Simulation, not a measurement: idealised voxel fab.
process module | voxel trench capacitor
cross-section cut | 260 nm wide | cells 5 nm
A cross-section is a grid of square cells, given in bands from the top down. A band is one or more rows of cells.
Each band's line starts with the height of the band's top and of its bottom, in nm. Then come its materials from left to right, each with its width in nm. One material with "throughout" fills the band from edge to edge. "air" is empty space.
Height 0 is the level under which the wafer as received is all one material. The lowest band goes on downwards, as in "0 down".
A width such as "30 to 40" changes by the same amount from each row of cells to the next, from the band's top row to its bottom row.
"no change" after a step means that no cell of the cross-section changed.
closed voids: empty space of 8 cells or more with no open way to the top, each as width x height at its distance from the left edge, in nm
after a step's settings: what the simulator itself notes on the step
overlay nm, on a step with a mask: how far to the right of its planned place the mask lay; to the left if negative
plan
1 op RECEIVE | material Si
2 op CONFORMAL_DEP | material SiN | thk nm 5
3 op MASKED_ETCH | tone open | mask id TRENCH | width nm 15 | pitch nm 40 | etch materials SiN | depth nm 5 | overlay nm 0
4 op MASKED_ETCH | tone open | mask id TRENCH | width nm 15 | pitch nm 40 | etch materials Si | depth nm 40 | overlay nm 0
5 op CONFORMAL_DEP | material Al2O3 | thk nm 5
6 op FILL_DEP | material polySi | thk nm 5
7 op CMP | height nm 5
as received, after step 1
  0 down: Si throughout
  closed voids: none
a wafer at the end: this start, this plan, one mistake
  5 to 0: Al2O3 105 | polySi 5 | Al2O3 35 | polySi 5 | Al2O3 110
  0 to -35: Si 100 | Al2O3 5 | polySi 5 | Al2O3 5 | Si 25 | Al2O3 5 | polySi 5 | Al2O3 5 | Si 105
  -35 to -40: Si 100 | Al2O3 15 | Si 25 | Al2O3 15 | Si 105
  -40 down: Si throughout
  closed voids: none
what went wrong: step 2 was left out
